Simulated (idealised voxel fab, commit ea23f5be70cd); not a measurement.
process module | voxel wiring stack
cross-section cut | 250 nm wide | cells 5 nm
A cross-section is a grid of square cells, given in bands from the top down. A band is one or more rows of cells.
Each band's line starts with the height of the band's top and of its bottom, in nm. Then come its materials from left to right, each with its width in nm. One material with "throughout" fills the band from edge to edge. "air" is empty space.
Height 0 is the level under which the wafer as received is all one material. The lowest band goes on downwards, as in "0 down".
A width such as "30 to 40" changes by the same amount from each row of cells to the next, from the band's top row to its bottom row.
"no change" after a step means that no cell of the cross-section changed.
closed voids: empty space of 8 cells or more with no open way to the top, each as width x height at its distance from the left edge, in nm
after a step's settings: what the simulator itself notes on the step
overlay nm, on a step with a mask: how far to the right of its planned place the mask lay; to the left if negative
plan
1 op RECEIVE | material Si
2 op CONFORMAL_DEP | material SiO2 | thk nm 10
3 op CONFORMAL_DEP | material SiN | thk nm 5
4 op DIRECTIONAL_DEP | material SiO2 | thk nm 20
5 op DIRECTIONAL_DEP | material aC | thk nm 10
6 op PATTERN | tone open | mask id METAL_1 | material resist | width nm 20 | pitch nm 40 | thk nm 25 | overlay nm 0
7 op DIRECTIONAL_ETCH | etch materials aC | depth nm 10
8 op STRIP | etch materials resist
9 op DIRECTIONAL_ETCH | etch materials SiO2 | depth nm 20
10 op DIRECTIONAL_ETCH | etch materials SiN | depth nm 5
11 op STRIP | etch materials aC
12 op CONFORMAL_DEP | material TiN | thk nm 5
13 op FILL_DEP | material Cu | thk nm 5
14 op CMP | height nm 35
15 op CONFORMAL_DEP | material SiCN | thk nm 5
16 op DIRECTIONAL_DEP | material lowk | thk nm 30
17 op MASKED_ETCH | tone open | mask id METAL_2 | width nm 20 | pitch nm 40 | etch materials lowk | depth nm 20 | overlay nm 0
18 op PATTERN | tone open | mask id METAL_2_HOLES | material resist | width nm 15 | pitch nm 40 | thk nm 20 | overlay nm 0
19 op DIRECTIONAL_ETCH | etch materials lowk | depth nm 10
20 op DIRECTIONAL_ETCH | etch materials SiCN | depth nm 5
21 op STRIP | etch materials resist
22 op CONFORMAL_DEP | material TiN | thk nm 5
23 op FILL_DEP | material Cu | thk nm 10
24 op CMP | height nm 70
25 op CONFORMAL_DEP | material SiCN | thk nm 5
26 op DIRECTIONAL_DEP | material lowk | thk nm 10
27 op DIRECTIONAL_DEP | material aC | thk nm 15
28 op PATTERN | tone open | mask id PLUG_2 | material resist | width nm 15 | thk nm 35 | overlay nm 0
29 op DIRECTIONAL_ETCH | etch materials aC | depth nm 15
30 op STRIP | etch materials resist
31 op DIRECTIONAL_ETCH | etch materials lowk | depth nm 10
32 op DIRECTIONAL_ETCH | etch materials SiCN | depth nm 5
33 op STRIP | etch materials aC
34 op EPI | material Ru | thk nm 10
35 op EPI | material Ru | thk nm 5
36 op CONFORMAL_DEP | material SiCN | thk nm 5
37 op DIRECTIONAL_DEP | material lowk | thk nm 20
38 op PATTERN | tone open | mask id METAL_3 | material resist | width nm 20 | pitch nm 40 | thk nm 15 | overlay nm 0
39 op DIRECTIONAL_ETCH | etch materials lowk | depth nm 20
40 op DIRECTIONAL_ETCH | etch materials SiCN | depth nm 5
41 op STRIP | etch materials resist
42 op CONFORMAL_DEP | material TiN | thk nm 5
43 op FILL_DEP | material Cu | thk nm 5
44 op CMP | height nm 110
45 op EPI | material Ru | thk nm 5
46 op FILL_DEP | material SiCN | thk nm 5
47 op DIRECTIONAL_DEP | material SiO2 | thk nm 10
48 op DIRECTIONAL_DEP | material aC | thk nm 10
49 op PATTERN | tone open | mask id PLUG_3 | material resist | width nm 15 | pitch nm 40 | thk nm 30 | overlay nm 0
50 op DIRECTIONAL_ETCH | etch materials aC | depth nm 10
51 op STRIP | etch materials resist
52 op DIRECTIONAL_ETCH | etch materials SiO2 | depth nm 10
53 op DIRECTIONAL_ETCH | etch materials SiCN | depth nm 5
54 op STRIP | etch materials aC
55 op EPI | material Ru | thk nm 10
56 op EPI | material Ru | thk nm 5
57 op CONFORMAL_DEP | material SiN | thk nm 5
58 op DIRECTIONAL_DEP | material SiO2 | thk nm 15
59 op MASKED_ETCH | tone open | mask id METAL_4 | width nm 20 | pitch nm 40 | etch materials SiO2 | depth nm 15 | overlay nm 0
60 op MASKED_ETCH | tone open | mask id METAL_4 | width nm 20 | pitch nm 40 | etch materials SiN | depth nm 5 | overlay nm 0
61 op CONFORMAL_DEP | material TiN | thk nm 5
62 op FILL_DEP | material W | thk nm 10
63 op CMP | height nm 150
64 op EPI | material Ru | thk nm 5
65 op FILL_DEP | material SiCN | thk nm 5
first wafer, as planned
as received, after step 1
  0 down: Si throughout
  closed voids: none
after step 2
  10 to 0: SiO2 throughout
  below 0: unchanged
after step 3
  15 to 10: SiN throughout
  below 10: unchanged
after step 4
  35 to 15: SiO2 throughout
  below 15: unchanged
after step 5
  45 to 35: aC throughout
  below 35: unchanged
after step 6
  70 to 45: resist 95 | air 20 | resist 20 | air 20 | resist 95
  below 45: unchanged
after step 7
  60 to 45: resist 95 | air 20 | resist 20 | air 20 | resist 95
  45 to 35: aC 95 | air 20 | aC 20 | air 20 | aC 95
  below 35: unchanged
after step 8
  45 to 35: aC 95 | air 20 | aC 20 | air 20 | aC 95
  below 35: unchanged
after step 9
  45 to 35: aC 95 | air 20 | aC 20 | air 20 | aC 95
  35 to 15: SiO2 95 | air 20 | SiO2 20 | air 20 | SiO2 95
  below 15: unchanged
after step 10
  45 to 35: aC 95 | air 20 | aC 20 | air 20 | aC 95
  35 to 15: SiO2 95 | air 20 | SiO2 20 | air 20 | SiO2 95
  15 to 10: SiN 95 | air 20 | SiN 20 | air 20 | SiN 95
  below 10: unchanged
after step 11
  35 to 15: SiO2 95 | air 20 | SiO2 20 | air 20 | SiO2 95
  below 15: unchanged
after step 12
  40 to 35: TiN 100 | air 10 | TiN 30 | air 10 | TiN 100
  35 to 15: SiO2 95 | TiN 5 | air 10 | TiN 5 | SiO2 20 | TiN 5 | air 10 | TiN 5 | SiO2 95
  15 to 10: SiN 95 | TiN 20 | SiN 20 | TiN 20 | SiN 95
  below 10: unchanged
after step 13
  45 to 40: Cu throughout
  40 to 35: TiN 100 | Cu 10 | TiN 30 | Cu 10 | TiN 100
  35 to 15: SiO2 95 | TiN 5 | Cu 10 | TiN 5 | SiO2 20 | TiN 5 | Cu 10 | TiN 5 | SiO2 95
  below 15: unchanged
after step 14
  35 to 15: SiO2 95 | TiN 5 | Cu 10 | TiN 5 | SiO2 20 | TiN 5 | Cu 10 | TiN 5 | SiO2 95
  below 15: unchanged
after step 15
  40 to 35: SiCN throughout
  below 35: unchanged
after step 16
  70 to 40: lowk throughout
  below 40: unchanged
after step 17
  70 to 50: lowk 95 | air 20 | lowk 20 | air 20 | lowk 95
  below 50: unchanged
after step 18
  90 to 70: resist 95 | air 15 | resist 25 | air 15 | resist 100
  70 to 50: lowk 95 | air 15 | resist 5 | lowk 20 | air 15 | resist 5 | lowk 95
  below 50: unchanged
after step 19
  90 to 70: resist 95 | air 15 | resist 25 | air 15 | resist 100
  70 to 50: lowk 95 | air 15 | resist 5 | lowk 20 | air 15 | resist 5 | lowk 95
  50 to 40: lowk 95 | air 15 | lowk 25 | air 15 | lowk 100
  below 40: unchanged
after step 20
  90 to 70: resist 95 | air 15 | resist 25 | air 15 | resist 100
  70 to 50: lowk 95 | air 15 | resist 5 | lowk 20 | air 15 | resist 5 | lowk 95
  50 to 40: lowk 95 | air 15 | lowk 25 | air 15 | lowk 100
  40 to 35: SiCN 95 | air 15 | SiCN 25 | air 15 | SiCN 100
  below 35: unchanged
after step 21
  70 to 50: lowk 95 | air 20 | lowk 20 | air 20 | lowk 95
  below 50: unchanged
after step 22
  75 to 70: TiN 100 | air 10 | TiN 30 | air 10 | TiN 100
  70 to 55: lowk 95 | TiN 5 | air 10 | TiN 5 | lowk 20 | TiN 5 | air 10 | TiN 5 | lowk 95
  55 to 50: lowk 95 | TiN 5 | air 5 | TiN 10 | lowk 20 | TiN 5 | air 5 | TiN 10 | lowk 95
  50 to 40: lowk 95 | TiN 5 | air 5 | TiN 5 | lowk 25 | TiN 5 | air 5 | TiN 5 | lowk 100
  40 to 35: SiCN 95 | TiN 15 | SiCN 25 | TiN 15 | SiCN 100
  below 35: unchanged
after step 23
  85 to 75: Cu throughout
  75 to 70: TiN 100 | Cu 10 | TiN 30 | Cu 10 | TiN 100
  70 to 55: lowk 95 | TiN 5 | Cu 10 | TiN 5 | lowk 20 | TiN 5 | Cu 10 | TiN 5 | lowk 95
  55 to 50: lowk 95 | TiN 5 | Cu 5 | TiN 10 | lowk 20 | TiN 5 | Cu 5 | TiN 10 | lowk 95
  50 to 40: lowk 95 | TiN 5 | Cu 5 | TiN 5 | lowk 25 | TiN 5 | Cu 5 | TiN 5 | lowk 100
  below 40: unchanged
after step 24
  70 to 55: lowk 95 | TiN 5 | Cu 10 | TiN 5 | lowk 20 | TiN 5 | Cu 10 | TiN 5 | lowk 95
  below 55: unchanged
after step 25
  75 to 70: SiCN throughout
  below 70: unchanged
after step 26
  85 to 75: lowk throughout
  below 75: unchanged
after step 27
  100 to 85: aC throughout
  below 85: unchanged
after step 28
  135 to 100: resist 95 | air 15 | resist 140
  below 100: unchanged
after step 29
  120 to 100: resist 95 | air 15 | resist 140
  100 to 85: aC 95 | air 15 | aC 140
  below 85: unchanged
after step 30
  100 to 85: aC 95 | air 15 | aC 140
  below 85: unchanged
after step 31
  100 to 85: aC 95 | air 15 | aC 140
  85 to 75: lowk 95 | air 15 | lowk 140
  below 75: unchanged
after step 32
  100 to 85: aC 95 | air 15 | aC 140
  85 to 75: lowk 95 | air 15 | lowk 140
  75 to 70: SiCN 95 | air 15 | SiCN 140
  below 70: unchanged
after step 33
  85 to 75: lowk 95 | air 15 | lowk 140
  below 75: unchanged
after step 34
  85 to 80: lowk 95 | air 15 | lowk 140
  80 to 75: lowk 95 | Ru 15 | lowk 140
  75 to 70: SiCN 95 | Ru 15 | SiCN 140
  below 70: unchanged
after step 35
  85 to 75: lowk 95 | Ru 15 | lowk 140
  below 75: unchanged
after step 36
  90 to 85: SiCN throughout
  below 85: unchanged
after step 37
  110 to 90: lowk throughout
  below 90: unchanged
after step 38
  125 to 110: resist 95 | air 20 | resist 20 | air 20 | resist 95
  below 110: unchanged
after step 39
  125 to 110: resist 95 | air 20 | resist 20 | air 20 | resist 95
  110 to 90: lowk 95 | air 20 | lowk 20 | air 20 | lowk 95
  below 90: unchanged
after step 40
  125 to 110: resist 95 | air 20 | resist 20 | air 20 | resist 95
  110 to 90: lowk 95 | air 20 | lowk 20 | air 20 | lowk 95
  90 to 85: SiCN 95 | air 20 | SiCN 20 | air 20 | SiCN 95
  below 85: unchanged
after step 41
  110 to 90: lowk 95 | air 20 | lowk 20 | air 20 | lowk 95
  below 90: unchanged
after step 42
  115 to 110: TiN 100 | air 10 | TiN 30 | air 10 | TiN 100
  110 to 90: lowk 95 | TiN 5 | air 10 | TiN 5 | lowk 20 | TiN 5 | air 10 | TiN 5 | lowk 95
  90 to 85: SiCN 95 | TiN 20 | SiCN 20 | TiN 20 | SiCN 95
  below 85: unchanged
after step 43
  120 to 115: Cu throughout
  115 to 110: TiN 100 | Cu 10 | TiN 30 | Cu 10 | TiN 100
  110 to 90: lowk 95 | TiN 5 | Cu 10 | TiN 5 | lowk 20 | TiN 5 | Cu 10 | TiN 5 | lowk 95
  below 90: unchanged
after step 44
  110 to 90: lowk 95 | TiN 5 | Cu 10 | TiN 5 | lowk 20 | TiN 5 | Cu 10 | TiN 5 | lowk 95
  below 90: unchanged
after step 45
  115 to 110: air 90 | Ru 30 | air 10 | Ru 30 | air 90
  below 110: unchanged
after step 46
  120 to 115: SiCN throughout
  115 to 110: SiCN 90 | Ru 30 | SiCN 10 | Ru 30 | SiCN 90
  below 110: unchanged
after step 47
  130 to 120: SiO2 throughout
  below 120: unchanged
after step 48
  140 to 130: aC throughout
  below 130: unchanged
after step 49
  170 to 140: resist 95 | air 15 | resist 25 | air 15 | resist 100
  below 140: unchanged
after step 50
  160 to 140: resist 95 | air 15 | resist 25 | air 15 | resist 100
  140 to 130: aC 95 | air 15 | aC 25 | air 15 | aC 100
  below 130: unchanged
after step 51
  140 to 130: aC 95 | air 15 | aC 25 | air 15 | aC 100
  below 130: unchanged
after step 52
  140 to 130: aC 95 | air 15 | aC 25 | air 15 | aC 100
  130 to 120: SiO2 95 | air 15 | SiO2 25 | air 15 | SiO2 100
  below 120: unchanged
after step 53
  140 to 130: aC 95 | air 15 | aC 25 | air 15 | aC 100
  130 to 120: SiO2 95 | air 15 | SiO2 25 | air 15 | SiO2 100
  120 to 115: SiCN 95 | air 15 | SiCN 25 | air 15 | SiCN 100
  below 115: unchanged
after step 54
  130 to 120: SiO2 95 | air 15 | SiO2 25 | air 15 | SiO2 100
  below 120: unchanged
after step 55
  130 to 125: SiO2 95 | air 15 | SiO2 25 | air 15 | SiO2 100
  125 to 120: SiO2 95 | Ru 15 | SiO2 25 | Ru 15 | SiO2 100
  120 to 110: SiCN 95 to 90 | Ru 15 to 30 | SiCN 25 to 10 | Ru 15 to 30 | SiCN 100 to 90
  below 110: unchanged
after step 56
  130 to 120: SiO2 95 | Ru 15 | SiO2 25 | Ru 15 | SiO2 100
  below 120: unchanged
after step 57
  135 to 130: SiN throughout
  below 130: unchanged
after step 58
  150 to 135: SiO2 throughout
  below 135: unchanged
after step 59
  150 to 135: SiO2 95 | air 20 | SiO2 20 | air 20 | SiO2 95
  below 135: unchanged
after step 60
  150 to 135: SiO2 95 | air 20 | SiO2 20 | air 20 | SiO2 95
  135 to 130: SiN 95 | air 20 | SiN 20 | air 20 | SiN 95
  below 130: unchanged
after step 61
  155 to 150: TiN 100 | air 10 | TiN 30 | air 10 | TiN 100
  150 to 135: SiO2 95 | TiN 5 | air 10 | TiN 5 | SiO2 20 | TiN 5 | air 10 | TiN 5 | SiO2 95
  135 to 130: SiN 95 | TiN 20 | SiN 20 | TiN 20 | SiN 95
  below 130: unchanged
after step 62
  165 to 155: W throughout
  155 to 150: TiN 100 | W 10 | TiN 30 | W 10 | TiN 100
  150 to 135: SiO2 95 | TiN 5 | W 10 | TiN 5 | SiO2 20 | TiN 5 | W 10 | TiN 5 | SiO2 95
  below 135: unchanged
after step 63
  150 to 135: SiO2 95 | TiN 5 | W 10 | TiN 5 | SiO2 20 | TiN 5 | W 10 | TiN 5 | SiO2 95
  below 135: unchanged
after step 64
  155 to 150: air 90 | Ru 30 | air 10 | Ru 30 | air 90
  below 150: unchanged
after step 65
  160 to 155: SiCN throughout
  155 to 150: SiCN 90 | Ru 30 | SiCN 10 | Ru 30 | SiCN 90
  below 150: unchanged
second wafer: like start, like plan, one mistake. Through step 56 it matches the first wafer
when step 57 should have ended
  145 to 130: SiO2 throughout
  below 130: unchanged
when step 58 should have ended
  150 to 145: SiN throughout
  below 145: unchanged
when step 59 should have ended: no change
when step 60 should have ended
  150 to 145: SiN 95 | air 20 | SiN 20 | air 20 | SiN 95
  below 145: unchanged
when step 61 should have ended
  155 to 150: TiN 100 | air 10 | TiN 30 | air 10 | TiN 100
  150 to 145: SiN 95 | TiN 20 | SiN 20 | TiN 20 | SiN 95
  below 145: unchanged
when step 62 should have ended
  165 to 155: W throughout
  155 to 150: TiN 100 | W 10 | TiN 30 | W 10 | TiN 100
  below 150: unchanged
when step 63 should have ended
  150 to 145: SiN 95 | TiN 20 | SiN 20 | TiN 20 | SiN 95
  below 145: unchanged
when step 64 should have ended
  155 to 150: air 90 | Ru 30 | air 10 | Ru 30 | air 90
  below 150: unchanged
when step 65 should have ended
  160 to 155: SiCN throughout
  155 to 150: SiCN 90 | Ru 30 | SiCN 10 | Ru 30 | SiCN 90
  below 150: unchanged
what went wrong: steps 57 and 58 were swapped
at the end the second wafer has, in cells: 24 more of SiO2 | 12 fewer of TiN | 12 fewer of W
